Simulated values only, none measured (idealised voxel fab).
process module | voxel gate over fins
cross-section cut | 265 nm wide | cells 5 nm
A cross-section is a grid of square cells, given in bands from the top down. A band is one or more rows of cells.
Each band's line starts with the height of the band's top and of its bottom, in nm. Then come its materials from left to right, each with its width in nm. One material with "throughout" fills the band from edge to edge. "air" is empty space.
Height 0 is the level under which the wafer as received is all one material. The lowest band goes on downwards, as in "0 down".
A width such as "30 to 40" changes by the same amount from each row of cells to the next, from the band's top row to its bottom row.
"no change" after a step means that no cell of the cross-section changed.
closed voids: empty space of 8 cells or more with no open way to the top, each as width x height at its distance from the left edge, in nm
after a step's settings: what the simulator itself notes on the step
overlay nm, on a step with a mask: how far to the right of its planned place the mask lay; to the left if negative
plan
1 op RECEIVE | material Si
2 op CONFORMAL_DEP | material SiN | thk nm 10
3 op MASKED_ETCH | tone cover | mask id FINS | width nm 15 | pitch nm 40 | etch materials SiN | depth nm 10 | overlay nm 0
4 op MASKED_ETCH | tone cover | mask id FINS | width nm 15 | pitch nm 40 | etch materials Si | depth nm 35 | overlay nm 0
5 op FILL_DEP | material SiO2 | thk nm 5
6 op CMP | height nm 10
7 op SELECTIVE_ETCH | etch materials SiO2 | depth nm 20
8 op STRIP | etch materials SiN
9 op CONFORMAL_DEP | material HfO2 | thk nm 5
10 op CONFORMAL_DEP | material TiN | thk nm 5
11 op FILL_DEP | material W | thk nm 10
12 op CMP | height nm 15
13 op CONFORMAL_DEP | material SiCN | thk nm 5
varied across the wafers: width nm of step 4. The plan shows the first wafer's value. All wafers start alike
first wafer as received, after step 1
  0 down: Si throughout
  closed voids: none
each wafer at the end: cells of each material gained (+) or lost (-) since it was received, then its closed voids
width nm 15 | +69 HfO2 | -287 Si | +53 SiCN | +205 SiO2 | +69 TiN | +103 W | closed voids: none
width nm 20 | +69 HfO2 | -259 Si | +53 SiCN | +185 SiO2 | +69 TiN | +95 W | closed voids: none
width nm 25 | +69 HfO2 | -231 Si | +53 SiCN | +165 SiO2 | +63 TiN | +93 W | closed voids: none
